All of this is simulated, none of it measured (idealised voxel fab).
The following process module bears the name voxel transistor to metal.
Cross-section cut spans 270 nm and uses square cells 5 nm in size.
Square cells in a grid make up a cross-section in this document, and the grid is given as bands, listed from the top down, each one or more rows of cells.
Read a band's entry like this: the first values are the height of its top and the height of its bottom in nm, and what follows is the sequence of materials from left to right, each with its width in nm. Note that "air" is empty space, and that a single material marked "full width" reaches across the band from edge to edge.
Height datum 0, below which the as-received substrate wafer is one material. Lowest band open at the bottom, running downward: "0 and below".
Width: "30 to 40" (first number = top row, second number = bottom row, same change from row to row of cells).
A step reported as "nothing altered" is a step in which no cell of the cross-section changed.
Closed empty spaces (no open way to the top) of 8 cells or more are what "Closed internal cavities" lists, each as width x height at distance from the left edge, nm for all three.
after a step's settings: what the simulator itself notes on the step
The "overlay nm" setting may appear on a step's line; for a step that uses a mask, it gives how far to the right of its planned position the mask lay, and a negative value indicates the left.
Reading guide: pairs of cross-sections, before and after one process step; after view cut off at lowest changed band; step and settings listed under each pair. Pairs may stem from different runs of this module on the same starting wafer; continuity with the pair above only where the "State before" entry states it.

State before:
    75 down to 60  air 25 nm / resist 20 nm / air 50 nm / resist 20 nm / air 40 nm / resist 20 nm / air 50 nm / resist 20 nm / air 25 nm
    60 down to 45  W full width
    45 down to 40  TiN full width
    40 down to 30  SiO2 25 nm / TiN 5 nm / Ru 20 nm / TiN 5 nm / SiO2 30 nm / TiN 5 nm / Ru 20 nm / TiN 5 nm / SiO2 40 nm / TiN 5 nm / Ru 20 nm / TiN 5 nm / SiO2 30 nm / TiN 5 nm / Ru 20 nm / TiN 5 nm / SiO2 25 nm
    30 down to 20  SiO2 25 nm / TiN 5 nm / Ru 20 nm / TiN 5 nm / SiN 5 nm / SiCN 20 nm / SiN 5 nm / TiN 5 nm / Ru 20 nm / TiN 5 nm / SiO2 40 nm / TiN 5 nm / Ru 20 nm / TiN 5 nm / SiN 5 nm / SiCN 20 nm / SiN 5 nm / TiN 5 nm / Ru 20 nm / TiN 5 nm / SiO2 25 nm
    20 down to 0  SiO2 25 nm / TiN 5 nm / Ru 20 nm / TiN 5 nm / SiN 5 nm / polySi 20 nm / SiN 5 nm / TiN 5 nm / Ru 20 nm / TiN 5 nm / SiO2 40 nm / TiN 5 nm / Ru 20 nm / TiN 5 nm / SiN 5 nm / polySi 20 nm / SiN 5 nm / TiN 5 nm / Ru 20 nm / TiN 5 nm / SiO2 25 nm
    0 down to -5  SiO2 25 nm / TiN 30 nm / SiN 5 nm / polySi 20 nm / SiN 5 nm / TiN 30 nm / SiO2 40 nm / TiN 30 nm / SiN 5 nm / polySi 20 nm / SiN 5 nm / TiN 30 nm / SiO2 25 nm
    -5 down to -10  SiO2 10 nm / SiN 5 nm / SiGe 40 nm / SiO2 30 nm / SiGe 40 nm / SiN 5 nm / SiO2 10 nm / SiN 5 nm / SiGe 40 nm / SiO2 30 nm / SiGe 40 nm / SiN 5 nm / SiO2 10 nm
    -10 down to -15  SiO2 10 nm / SiN 5 nm / SiO2 5 nm / Si 100 nm / SiO2 5 nm / SiN 5 nm / SiO2 10 nm / SiN 5 nm / SiO2 5 nm / Si 100 nm / SiO2 5 nm / SiN 5 nm / SiO2 10 nm
    -15 down to -25  SiO2 20 to 15 nm / Si 100 to 110 nm / SiO2 30 to 20 nm / Si 100 to 110 nm / SiO2 20 to 15 nm
    -25 and below  Si full width
    Closed internal cavities: none

Resultant Cross-Section:
    75 down to 60  air 25 nm / resist 20 nm / air 50 nm / resist 20 nm / air 40 nm / resist 20 nm / air 50 nm / resist 20 nm / air 25 nm
    60 down to 45  air 25 nm / W 20 nm / air 50 nm / W 20 nm / air 40 nm / W 20 nm / air 50 nm / W 20 nm / air 25 nm
    Below 45, no change.
    Closed internal cavities: none
The step that takes the structure from the upper cross-section to the lower one is DIRECTIONAL_ETCH, etch materials W, depth nm 15

State before: the after view from the pair directly above serves as the before view here.

Resultant Cross-Section:
    75 down to 60  air 25 nm / resist 20 nm / air 50 nm / resist 20 nm / air 40 nm / resist 20 nm / air 50 nm / resist 20 nm / air 25 nm
    60 down to 45  air 25 nm / W 20 nm / air 50 nm / W 20 nm / air 40 nm / W 20 nm / air 50 nm / W 20 nm / air 25 nm
    45 down to 40  air 25 nm / TiN 20 nm / air 50 nm / TiN 20 nm / air 40 nm / TiN 20 nm / air 50 nm / TiN 20 nm / air 25 nm
    Below 40, no change.
    Closed internal cavities: none
The step that takes the structure from the upper cross-section to the lower one is DIRECTIONAL_ETCH, etch materials TiN, depth nm 5

State before: the after view from the pair directly above serves as the before view here.

Resultant Cross-Section:
    60 down to 45  air 25 nm / W 20 nm / air 50 nm / W 20 nm / air 40 nm / W 20 nm / air 50 nm / W 20 nm / air 25 nm
    Below 45, no change.
    Closed internal cavities: none
The step that takes the structure from the upper cross-section to the lower one is STRIP, etch materials resist

State before: the after view from the pair directly above serves as the before view here.

Resultant Cross-Section:
    65 down to 60  air 20 nm / SiN 30 nm / air 40 nm / SiN 30 nm / air 30 nm / SiN 30 nm / air 40 nm / SiN 30 nm / air 20 nm
    60 down to 45  air 20 nm / SiN 5 nm / W 20 nm / SiN 5 nm / air 40 nm / SiN 5 nm / W 20 nm / SiN 5 nm / air 30 nm / SiN 5 nm / W 20 nm / SiN 5 nm / air 40 nm / SiN 5 nm / W 20 nm / SiN 5 nm / air 20 nm
    45 down to 40  SiN 25 nm / TiN 20 nm / SiN 50 nm / TiN 20 nm / SiN 40 nm / TiN 20 nm / SiN 50 nm / TiN 20 nm / SiN 25 nm
    Below 40, no change.
    Closed internal cavities: none
The step that takes the structure from the upper cross-section to the lower one is CONFORMAL_DEP, material SiN, thk nm 5

State before: the after view from the pair directly above serves as the before view here.

Resultant Cross-Section:
    70 down to 65  SiO2 full width
    65 down to 60  SiO2 20 nm / SiN 30 nm / SiO2 40 nm / SiN 30 nm / SiO2 30 nm / SiN 30 nm / SiO2 40 nm / SiN 30 nm / SiO2 20 nm
    60 down to 45  SiO2 20 nm / SiN 5 nm / W 20 nm / SiN 5 nm / SiO2 40 nm / SiN 5 nm / W 20 nm / SiN 5 nm / SiO2 30 nm / SiN 5 nm / W 20 nm / SiN 5 nm / SiO2 40 nm / SiN 5 nm / W 20 nm / SiN 5 nm / SiO2 20 nm
    Below 45, no change.
    Closed internal cavities: none
The step that takes the structure from the upper cross-section to the lower one is FILL_DEP, material SiO2, thk nm 5

State before: the after view from the pair directly above serves as the before view here.

Resultant Cross-Section:
    60 down to 45  SiO2 20 nm / SiN 5 nm / W 20 nm / SiN 5 nm / SiO2 40 nm / SiN 5 nm / W 20 nm / SiN 5 nm / SiO2 30 nm / SiN 5 nm / W 20 nm / SiN 5 nm / SiO2 40 nm / SiN 5 nm / W 20 nm / SiN 5 nm / SiO2 20 nm
    Below 45, no change.
    Closed internal cavities: none
The step that takes the structure from the upper cross-section to the lower one is CMP, height nm 60

State before: the after view from the pair directly above serves as the before view here.

Resultant Cross-Section:
    65 down to 60  SiN full width
    Below 60, no change.
    Closed internal cavities: none
The step that takes the structure from the upper cross-section to the lower one is CONFORMAL_DEP, material SiN, thk nm 5

State before:
    40 down to 30  SiO2 full width
    30 down to 20  SiO2 55 nm / SiN 5 nm / SiCN 20 nm / SiN 5 nm / SiO2 100 nm / SiN 5 nm / SiCN 20 nm / SiN 5 nm / SiO2 55 nm
    20 down to 0  SiO2 55 nm / SiN 5 nm / polySi 20 nm / SiN 5 nm / SiO2 100 nm / SiN 5 nm / polySi 20 nm / SiN 5 nm / SiO2 55 nm
    0 down to -5  SiO2 10 nm / SiN 5 nm / SiO2 40 nm / SiN 5 nm / polySi 20 nm / SiN 5 nm / SiO2 40 nm / SiN 5 nm / SiO2 10 nm / SiN 5 nm / SiO2 40 nm / SiN 5 nm / polySi 20 nm / SiN 5 nm / SiO2 40 nm / SiN 5 nm / SiO2 10 nm
    -5 down to -10  SiO2 15 nm / SiGe 40 nm / SiO2 30 nm / SiGe 40 nm / SiO2 20 nm / SiGe 40 nm / SiO2 30 nm / SiGe 40 nm / SiO2 15 nm
    -10 down to -25  SiO2 15 nm / Si 110 nm / SiO2 20 nm / Si 110 nm / SiO2 15 nm
    -25 and below  Si full width
    Closed internal cavities: none

Resultant Cross-Section:
    60 down to 40  resist 20 nm / air 40 nm / resist 20 nm / air 40 nm / resist 30 nm / air 40 nm / resist 20 nm / air 40 nm / resist 20 nm
    Below 40, no change.
    Closed internal cavities: none
The step that takes the structure from the upper cross-section to the lower one is PATTERN, tone open, mask id CONTACT, material resist, width nm 40, thk nm 20, overlay nm 0

State before: the after view from the pair directly above serves as the before view here.

Resultant Cross-Section:
    60 down to 40  resist 20 nm / air 40 nm / resist 20 nm / air 40 nm / resist 30 nm / air 40 nm / resist 20 nm / air 40 nm / resist 20 nm
    40 down to 30  SiO2 20 nm / air 40 nm / SiO2 20 nm / air 40 nm / SiO2 30 nm / air 40 nm / SiO2 20 nm / air 40 nm / SiO2 20 nm
    30 down to 20  SiO2 20 nm / air 35 nm / SiN 5 nm / SiCN 20 nm / SiN 5 nm / air 35 nm / SiO2 30 nm / air 35 nm / SiN 5 nm / SiCN 20 nm / SiN 5 nm / air 35 nm / SiO2 20 nm
    20 down to 0  SiO2 20 nm / air 35 nm / SiN 5 nm / polySi 20 nm / SiN 5 nm / air 35 nm / SiO2 30 nm / air 35 nm / SiN 5 nm / polySi 20 nm / SiN 5 nm / air 35 nm / SiO2 20 nm
    0 down to -5  SiO2 10 nm / SiN 5 nm / SiO2 5 nm / air 35 nm / SiN 5 nm / polySi 20 nm / SiN 5 nm / air 35 nm / SiO2 5 nm / SiN 5 nm / SiO2 10 nm / SiN 5 nm / SiO2 5 nm / air 35 nm / SiN 5 nm / polySi 20 nm / SiN 5 nm / air 35 nm / SiO2 5 nm / SiN 5 nm / SiO2 10 nm
    Below -5, no change.
    Closed internal cavities: none
The step that takes the structure from the upper cross-section to the lower one is DIRECTIONAL_ETCH, etch materials SiO2, depth nm 45

State before: the after view from the pair directly above serves as the before view here.

Resultant Cross-Section:
    40 down to 30  SiO2 20 nm / air 40 nm / SiO2 20 nm / air 40 nm / SiO2 30 nm / air 40 nm / SiO2 20 nm / air 40 nm / SiO2 20 nm
    Below 30, no change.
    Closed internal cavities: none
The step that takes the structure from the upper cross-section to the lower one is STRIP, etch materials resist

State before: the after view from the pair directly above serves as the before view here.

Resultant Cross-Section:
    45 down to 40  TiN 25 nm / air 30 nm / TiN 30 nm / air 30 nm / TiN 40 nm / air 30 nm / TiN 30 nm / air 30 nm / TiN 25 nm
    40 down to 30  SiO2 20 nm / TiN 5 nm / air 30 to 25 nm / TiN 5 to 10 nm / SiO2 20 nm / TiN 5 to 10 nm / air 30 to 25 nm / TiN 5 nm / SiO2 30 nm / TiN 5 nm / air 30 to 25 nm / TiN 5 to 10 nm / SiO2 20 nm / TiN 5 to 10 nm / air 30 to 25 nm / TiN 5 nm / SiO2 20 nm
    30 down to 20  SiO2 20 nm / TiN 5 nm / air 25 nm / TiN 5 nm / SiN 5 nm / SiCN 20 nm / SiN 5 nm / TiN 5 nm / air 25 nm / TiN 5 nm / SiO2 30 nm / TiN 5 nm / air 25 nm / TiN 5 nm / SiN 5 nm / SiCN 20 nm / SiN 5 nm / TiN 5 nm / air 25 nm / TiN 5 nm / SiO2 20 nm
    20 down to 0  SiO2 20 nm / TiN 5 nm / air 25 nm / TiN 5 nm / SiN 5 nm / polySi 20 nm / SiN 5 nm / TiN 5 nm / air 25 nm / TiN 5 nm / SiO2 30 nm / TiN 5 nm / air 25 nm / TiN 5 nm / SiN 5 nm / polySi 20 nm / SiN 5 nm / TiN 5 nm / air 25 nm / TiN 5 nm / SiO2 20 nm
    0 down to -5  SiO2 10 nm / SiN 5 nm / SiO2 5 nm / TiN 35 nm / SiN 5 nm / polySi 20 nm / SiN 5 nm / TiN 35 nm / SiO2 5 nm / SiN 5 nm / SiO2 10 nm / SiN 5 nm / SiO2 5 nm / TiN 35 nm / SiN 5 nm / polySi 20 nm / SiN 5 nm / TiN 35 nm / SiO2 5 nm / SiN 5 nm / SiO2 10 nm
    Below -5, no change.
    Closed internal cavities: none
The step that takes the structure from the upper cross-section to the lower one is CONFORMAL_DEP, material TiN, thk nm 5

State before: the after view from the pair directly above serves as the before view here.

Resultant Cross-Section:
    55 down to 45  Ru full width
    45 down to 40  TiN 25 nm / Ru 30 nm / TiN 30 nm / Ru 30 nm / TiN 40 nm / Ru 30 nm / TiN 30 nm / Ru 30 nm / TiN 25 nm
    40 down to 30  SiO2 20 nm / TiN 5 nm / Ru 30 to 25 nm / TiN 5 to 10 nm / SiO2 20 nm / TiN 5 to 10 nm / Ru 30 to 25 nm / TiN 5 nm / SiO2 30 nm / TiN 5 nm / Ru 30 to 25 nm / TiN 5 to 10 nm / SiO2 20 nm / TiN 5 to 10 nm / Ru 30 to 25 nm / TiN 5 nm / SiO2 20 nm
    30 down to 20  SiO2 20 nm / TiN 5 nm / Ru 25 nm / TiN 5 nm / SiN 5 nm / SiCN 20 nm / SiN 5 nm / TiN 5 nm / Ru 25 nm / TiN 5 nm / SiO2 30 nm / TiN 5 nm / Ru 25 nm / TiN 5 nm / SiN 5 nm / SiCN 20 nm / SiN 5 nm / TiN 5 nm / Ru 25 nm / TiN 5 nm / SiO2 20 nm
    20 down to 0  SiO2 20 nm / TiN 5 nm / Ru 25 nm / TiN 5 nm / SiN 5 nm / polySi 20 nm / SiN 5 nm / TiN 5 nm / Ru 25 nm / TiN 5 nm / SiO2 30 nm / TiN 5 nm / Ru 25 nm / TiN 5 nm / SiN 5 nm / polySi 20 nm / SiN 5 nm / TiN 5 nm / Ru 25 nm / TiN 5 nm / SiO2 20 nm
    Below 0, no change.
    Closed internal cavities: none
The step that takes the structure from the upper cross-section to the lower one is FILL_DEP, material Ru, thk nm 10

State before: the after view from the pair directly above serves as the before view here.

Resultant Cross-Section:
    40 down to 30  SiO2 20 nm / TiN 5 nm / Ru 30 to 25 nm / TiN 5 to 10 nm / SiO2 20 nm / TiN 5 to 10 nm / Ru 30 to 25 nm / TiN 5 nm / SiO2 30 nm / TiN 5 nm / Ru 30 to 25 nm / TiN 5 to 10 nm / SiO2 20 nm / TiN 5 to 10 nm / Ru 30 to 25 nm / TiN 5 nm / SiO2 20 nm
    Below 30, no change.
    Closed internal cavities: none
The step that takes the structure from the upper cross-section to the lower one is CMP, height nm 40

State before: the after view from the pair directly above serves as the before view here.

Resultant Cross-Section:
    45 down to 40  TiN full width
    Below 40, no change.
    Closed internal cavities: none
The step that takes the structure from the upper cross-section to the lower one is DIRECTIONAL_DEP, material TiN, thk nm 5

State before: the after view from the pair directly above serves as the before view here.

Resultant Cross-Section:
    60 down to 45  W full width
    Below 45, no change.
    Closed internal cavities: none
The step that takes the structure from the upper cross-section to the lower one is DIRECTIONAL_DEP, material W, thk nm 15

State before: the after view from the pair directly above serves as the before view here.

Resultant Cross-Section:
    75 down to 60  air 25 nm / resist 20 nm / air 50 nm / resist 20 nm / air 40 nm / resist 20 nm / air 50 nm / resist 20 nm / air 25 nm
    Below 60, no change.
    Closed internal cavities: none
The step that takes the structure from the upper cross-section to the lower one is PATTERN, tone cover, mask id METAL_1, material resist, width nm 20, thk nm 15, overlay nm 0

State before: the after view from the pair directly above serves as the before view here.

Resultant Cross-Section:
    75 down to 60  air 25 nm / resist 20 nm / air 50 nm / resist 20 nm / air 40 nm / resist 20 nm / air 50 nm / resist 20 nm / air 25 nm
    60 down to 45  air 25 nm / W 20 nm / air 50 nm / W 20 nm / air 40 nm / W 20 nm / air 50 nm / W 20 nm / air 25 nm
    Below 45, no change.
    Closed internal cavities: none
The step that takes the structure from the upper cross-section to the lower one is DIRECTIONAL_ETCH, etch materials W, depth nm 15

State before: the after view from the pair directly above serves as the before view here.

Resultant Cross-Section:
    75 down to 60  air 25 nm / resist 20 nm / air 50 nm / resist 20 nm / air 40 nm / resist 20 nm / air 50 nm / resist 20 nm / air 25 nm
    60 down to 45  air 25 nm / W 20 nm / air 50 nm / W 20 nm / air 40 nm / W 20 nm / air 50 nm / W 20 nm / air 25 nm
    45 down to 40  air 25 nm / TiN 20 nm / air 50 nm / TiN 20 nm / air 40 nm / TiN 20 nm / air 50 nm / TiN 20 nm / air 25 nm
    Below 40, no change.
    Closed internal cavities: none
The step that takes the structure from the upper cross-section to the lower one is DIRECTIONAL_ETCH, etch materials TiN, depth nm 5

State before: the after view from the pair directly above serves as the before view here.

Resultant Cross-Section:
    60 down to 45  air 25 nm / W 20 nm / air 50 nm / W 20 nm / air 40 nm / W 20 nm / air 50 nm / W 20 nm / air 25 nm
    Below 45, no change.
    Closed internal cavities: none
The step that takes the structure from the upper cross-section to the lower one is STRIP, etch materials resist

State before: the after view from the pair directly above serves as the before view here.

Resultant Cross-Section:
    65 down to 60  air 20 nm / SiN 30 nm / air 40 nm / SiN 30 nm / air 30 nm / SiN 30 nm / air 40 nm / SiN 30 nm / air 20 nm
    60 down to 45  air 20 nm / SiN 5 nm / W 20 nm / SiN 5 nm / air 40 nm / SiN 5 nm / W 20 nm / SiN 5 nm / air 30 nm / SiN 5 nm / W 20 nm / SiN 5 nm / air 40 nm / SiN 5 nm / W 20 nm / SiN 5 nm / air 20 nm
    45 down to 40  SiN 25 nm / TiN 20 nm / SiN 50 nm / TiN 20 nm / SiN 40 nm / TiN 20 nm / SiN 50 nm / TiN 20 nm / SiN 25 nm
    Below 40, no change.
    Closed internal cavities: none
The step that takes the structure from the upper cross-section to the lower one is CONFORMAL_DEP, material SiN, thk nm 5

State before: the after view from the pair directly above serves as the before view here.

Resultant Cross-Section:
    70 down to 65  SiO2 full width
    65 down to 60  SiO2 20 nm / SiN 30 nm / SiO2 40 nm / SiN 30 nm / SiO2 30 nm / SiN 30 nm / SiO2 40 nm / SiN 30 nm / SiO2 20 nm
    60 down to 45  SiO2 20 nm / SiN 5 nm / W 20 nm / SiN 5 nm / SiO2 40 nm / SiN 5 nm / W 20 nm / SiN 5 nm / SiO2 30 nm / SiN 5 nm / W 20 nm / SiN 5 nm / SiO2 40 nm / SiN 5 nm / W 20 nm / SiN 5 nm / SiO2 20 nm
    Below 45, no change.
    Closed internal cavities: none
The step that takes the structure from the upper cross-section to the lower one is FILL_DEP, material SiO2, thk nm 5

State before: the after view from the pair directly above serves as the before view here.

Resultant Cross-Section:
    60 down to 45  SiO2 20 nm / SiN 5 nm / W 20 nm / SiN 5 nm / SiO2 40 nm / SiN 5 nm / W 20 nm / SiN 5 nm / SiO2 30 nm / SiN 5 nm / W 20 nm / SiN 5 nm / SiO2 40 nm / SiN 5 nm / W 20 nm / SiN 5 nm / SiO2 20 nm
    Below 45, no change.
    Closed internal cavities: none
The step that takes the structure from the upper cross-section to the lower one is CMP, height nm 60

State before: the after view from the pair directly above serves as the before view here.

Resultant Cross-Section:
    65 down to 60  SiN full width
    Below 60, no change.
    Closed internal cavities: none
The step that takes the structure from the upper cross-section to the lower one is CONFORMAL_DEP, material SiN, thk nm 5

State before:
    40 down to 30  SiO2 full width
    30 down to 20  SiO2 55 nm / SiN 5 nm / SiCN 20 nm / SiN 5 nm / SiO2 100 nm / SiN 5 nm / SiCN 20 nm / SiN 5 nm / SiO2 55 nm
    20 down to 0  SiO2 55 nm / SiN 5 nm / polySi 20 nm / SiN 5 nm / SiO2 100 nm / SiN 5 nm / polySi 20 nm / SiN 5 nm / SiO2 55 nm
    0 down to -5  SiO2 10 nm / SiN 5 nm / SiO2 40 nm / SiN 5 nm / polySi 20 nm / SiN 5 nm / SiO2 40 nm / SiN 5 nm / SiO2 10 nm / SiN 5 nm / SiO2 40 nm / SiN 5 nm / polySi 20 nm / SiN 5 nm / SiO2 40 nm / SiN 5 nm / SiO2 10 nm
    -5 down to -10  SiO2 15 nm / SiGe 40 nm / SiO2 30 nm / SiGe 40 nm / SiO2 20 nm / SiGe 40 nm / SiO2 30 nm / SiGe 40 nm / SiO2 15 nm
    -10 down to -25  SiO2 15 nm / Si 110 nm / SiO2 20 nm / Si 110 nm / SiO2 15 nm
    -25 and below  Si full width
    Closed internal cavities: none

Resultant Cross-Section:
    60 down to 40  resist 20 nm / air 30 nm / resist 30 nm / air 30 nm / resist 40 nm / air 30 nm / resist 30 nm / air 30 nm / resist 30 nm
    Below 40, no change.
    Closed internal cavities: none
The step that takes the structure from the upper cross-section to the lower one is PATTERN, tone open, mask id CONTACT, material resist, width nm 30, thk nm 20, overlay nm -5

State before: the after view from the pair directly above serves as the before view here.

Resultant Cross-Section:
    60 down to 40  resist 20 nm / air 30 nm / resist 30 nm / air 30 nm / resist 40 nm / air 30 nm / resist 30 nm / air 30 nm / resist 30 nm
    40 down to 30  SiO2 20 nm / air 30 nm / SiO2 30 nm / air 30 nm / SiO2 40 nm / air 30 nm / SiO2 30 nm / air 30 nm / SiO2 30 nm
    30 down to 20  SiO2 20 nm / air 30 nm / SiO2 5 nm / SiN 5 nm / SiCN 20 nm / SiN 5 nm / air 25 nm / SiO2 40 nm / air 30 nm / SiO2 5 nm / SiN 5 nm / SiCN 20 nm / SiN 5 nm / air 25 nm / SiO2 30 nm
    20 down to 0  SiO2 20 nm / air 30 nm / SiO2 5 nm / SiN 5 nm / polySi 20 nm / SiN 5 nm / air 25 nm / SiO2 40 nm / air 30 nm / SiO2 5 nm / SiN 5 nm / polySi 20 nm / SiN 5 nm / air 25 nm / SiO2 30 nm
    0 down to -5  SiO2 10 nm / SiN 5 nm / SiO2 5 nm / air 30 nm / SiO2 5 nm / SiN 5 nm / polySi 20 nm / SiN 5 nm / air 25 nm / SiO2 15 nm / SiN 5 nm / SiO2 10 nm / SiN 5 nm / SiO2 5 nm / air 30 nm / SiO2 5 nm / SiN 5 nm / polySi 20 nm / SiN 5 nm / air 25 nm / SiO2 15 nm / SiN 5 nm / SiO2 10 nm
    Below -5, no change.
    Closed internal cavities: none
The step that takes the structure from the upper cross-section to the lower one is DIRECTIONAL_ETCH, etch materials SiO2, depth nm 45

State before: the after view from the pair directly above serves as the before view here.

Resultant Cross-Section:
    40 down to 30  SiO2 20 nm / air 30 nm / SiO2 30 nm / air 30 nm / SiO2 40 nm / air 30 nm / SiO2 30 nm / air 30 nm / SiO2 30 nm
    Below 30, no change.
    Closed internal cavities: none
The step that takes the structure from the upper cross-section to the lower one is STRIP, etch materials resist

State before: the after view from the pair directly above serves as the before view here.

Resultant Cross-Section:
    45 down to 40  TiN 25 nm / air 20 nm / TiN 40 nm / air 20 nm / TiN 50 nm / air 20 nm / TiN 40 nm / air 20 nm / TiN 35 nm
    40 down to 30  SiO2 20 nm / TiN 5 nm / air 20 nm / TiN 5 nm / SiO2 30 nm / TiN 5 to 10 nm / air 20 to 15 nm / TiN 5 nm / SiO2 40 nm / TiN 5 nm / air 20 nm / TiN 5 nm / SiO2 30 nm / TiN 5 to 10 nm / air 20 to 15 nm / TiN 5 nm / SiO2 30 nm
    30 down to 20  SiO2 20 nm / TiN 5 nm / air 20 nm / TiN 5 nm / SiO2 5 nm / SiN 5 nm / SiCN 20 nm / SiN 5 nm / TiN 5 nm / air 15 nm / TiN 5 nm / SiO2 40 nm / TiN 5 nm / air 20 nm / TiN 5 nm / SiO2 5 nm / SiN 5 nm / SiCN 20 nm / SiN 5 nm / TiN 5 nm / air 15 nm / TiN 5 nm / SiO2 30 nm
    20 down to 0  SiO2 20 nm / TiN 5 nm / air 20 nm / TiN 5 nm / SiO2 5 nm / SiN 5 nm / polySi 20 nm / SiN 5 nm / TiN 5 nm / air 15 nm / TiN 5 nm / SiO2 40 nm / TiN 5 nm / air 20 nm / TiN 5 nm / SiO2 5 nm / SiN 5 nm / polySi 20 nm / SiN 5 nm / TiN 5 nm / air 15 nm / TiN 5 nm / SiO2 30 nm
    0 down to -5  SiO2 10 nm / SiN 5 nm / SiO2 5 nm / TiN 30 nm / SiO2 5 nm / SiN 5 nm / polySi 20 nm / SiN 5 nm / TiN 25 nm / SiO2 15 nm / SiN 5 nm / SiO2 10 nm / SiN 5 nm / SiO2 5 nm / TiN 30 nm / SiO2 5 nm / SiN 5 nm / polySi 20 nm / SiN 5 nm / TiN 25 nm / SiO2 15 nm / SiN 5 nm / SiO2 10 nm
    Below -5, no change.
    Closed internal cavities: none
The step that takes the structure from the upper cross-section to the lower one is CONFORMAL_DEP, material TiN, thk nm 5

State before: the after view from the pair directly above serves as the before view here.

Resultant Cross-Section:
    55 down to 45  Ru full width
    45 down to 40  TiN 25 nm / Ru 20 nm / TiN 40 nm / Ru 20 nm / TiN 50 nm / Ru 20 nm / TiN 40 nm / Ru 20 nm / TiN 35 nm
    40 down to 30  SiO2 20 nm / TiN 5 nm / Ru 20 nm / TiN 5 nm / SiO2 30 nm / TiN 5 to 10 nm / Ru 20 to 15 nm / TiN 5 nm / SiO2 40 nm / TiN 5 nm / Ru 20 nm / TiN 5 nm / SiO2 30 nm / TiN 5 to 10 nm / Ru 20 to 15 nm / TiN 5 nm / SiO2 30 nm
    30 down to 20  SiO2 20 nm / TiN 5 nm / Ru 20 nm / TiN 5 nm / SiO2 5 nm / SiN 5 nm / SiCN 20 nm / SiN 5 nm / TiN 5 nm / Ru 15 nm / TiN 5 nm / SiO2 40 nm / TiN 5 nm / Ru 20 nm / TiN 5 nm / SiO2 5 nm / SiN 5 nm / SiCN 20 nm / SiN 5 nm / TiN 5 nm / Ru 15 nm / TiN 5 nm / SiO2 30 nm
    20 down to 0  SiO2 20 nm / TiN 5 nm / Ru 20 nm / TiN 5 nm / SiO2 5 nm / SiN 5 nm / polySi 20 nm / SiN 5 nm / TiN 5 nm / Ru 15 nm / TiN 5 nm / SiO2 40 nm / TiN 5 nm / Ru 20 nm / TiN 5 nm / SiO2 5 nm / SiN 5 nm / polySi 20 nm / SiN 5 nm / TiN 5 nm / Ru 15 nm / TiN 5 nm / SiO2 30 nm
    Below 0, no change.
    Closed internal cavities: none
The step that takes the structure from the upper cross-section to the lower one is FILL_DEP, material Ru, thk nm 10

State before: the after view from the pair directly above serves as the before view here.

Resultant Cross-Section:
    40 down to 30  SiO2 20 nm / TiN 5 nm / Ru 20 nm / TiN 5 nm / SiO2 30 nm / TiN 5 to 10 nm / Ru 20 to 15 nm / TiN 5 nm / SiO2 40 nm / TiN 5 nm / Ru 20 nm / TiN 5 nm / SiO2 30 nm / TiN 5 to 10 nm / Ru 20 to 15 nm / TiN 5 nm / SiO2 30 nm
    Below 30, no change.
    Closed internal cavities: none
The step that takes the structure from the upper cross-section to the lower one is CMP, height nm 40

State before: the after view from the pair directly above serves as the before view here.

Resultant Cross-Section:
    45 down to 40  TiN full width
    Below 40, no change.
    Closed internal cavities: none
The step that takes the structure from the upper cross-section to the lower one is DIRECTIONAL_DEP, material TiN, thk nm 5

State before: the after view from the pair directly above serves as the before view here.

Resultant Cross-Section:
    60 down to 45  W full width
    Below 45, no change.
    Closed internal cavities: none
The step that takes the structure from the upper cross-section to the lower one is DIRECTIONAL_DEP, material W, thk nm 15

State before: the after view from the pair directly above serves as the before view here.

Resultant Cross-Section:
    75 down to 60  air 25 nm / resist 20 nm / air 50 nm / resist 20 nm / air 40 nm / resist 20 nm / air 50 nm / resist 20 nm / air 25 nm
    Below 60, no change.
    Closed internal cavities: none
The step that takes the structure from the upper cross-section to the lower one is PATTERN, tone cover, mask id METAL_1, material resist, width nm 20, thk nm 15, overlay nm 0

State before: the after view from the pair directly above serves as the before view here.

Resultant Cross-Section:
    75 down to 60  air 25 nm / resist 20 nm / air 50 nm / resist 20 nm / air 40 nm / resist 20 nm / air 50 nm / resist 20 nm / air 25 nm
    60 down to 45  air 25 nm / W 20 nm / air 50 nm / W 20 nm / air 40 nm / W 20 nm / air 50 nm / W 20 nm / air 25 nm
    Below 45, no change.
    Closed internal cavities: none
The step that takes the structure from the upper cross-section to the lower one is DIRECTIONAL_ETCH, etch materials W, depth nm 15

State before: the after view from the pair directly above serves as the before view here.

Resultant Cross-Section:
    75 down to 60  air 25 nm / resist 20 nm / air 50 nm / resist 20 nm / air 40 nm / resist 20 nm / air 50 nm / resist 20 nm / air 25 nm
    60 down to 45  air 25 nm / W 20 nm / air 50 nm / W 20 nm / air 40 nm / W 20 nm / air 50 nm / W 20 nm / air 25 nm
    45 down to 40  air 25 nm / TiN 20 nm / air 50 nm / TiN 20 nm / air 40 nm / TiN 20 nm / air 50 nm / TiN 20 nm / air 25 nm
    Below 40, no change.
    Closed internal cavities: none
The step that takes the structure from the upper cross-section to the lower one is DIRECTIONAL_ETCH, etch materials TiN, depth nm 5

State before: the after view from the pair directly above serves as the before view here.

Resultant Cross-Section:
    60 down to 45  air 25 nm / W 20 nm / air 50 nm / W 20 nm / air 40 nm / W 20 nm / air 50 nm / W 20 nm / air 25 nm
    Below 45, no change.
    Closed internal cavities: none
The step that takes the structure from the upper cross-section to the lower one is STRIP, etch materials resist

State before: the after view from the pair directly above serves as the before view here.

Resultant Cross-Section:
    65 down to 60  air 20 nm / SiN 30 nm / air 40 nm / SiN 30 nm / air 30 nm / SiN 30 nm / air 40 nm / SiN 30 nm / air 20 nm
    60 down to 45  air 20 nm / SiN 5 nm / W 20 nm / SiN 5 nm / air 40 nm / SiN 5 nm / W 20 nm / SiN 5 nm / air 30 nm / SiN 5 nm / W 20 nm / SiN 5 nm / air 40 nm / SiN 5 nm / W 20 nm / SiN 5 nm / air 20 nm
    45 down to 40  SiN 25 nm / TiN 20 nm / SiN 50 nm / TiN 20 nm / SiN 40 nm / TiN 20 nm / SiN 50 nm / TiN 20 nm / SiN 25 nm
    Below 40, no change.
    Closed internal cavities: none
The step that takes the structure from the upper cross-section to the lower one is CONFORMAL_DEP, material SiN, thk nm 5
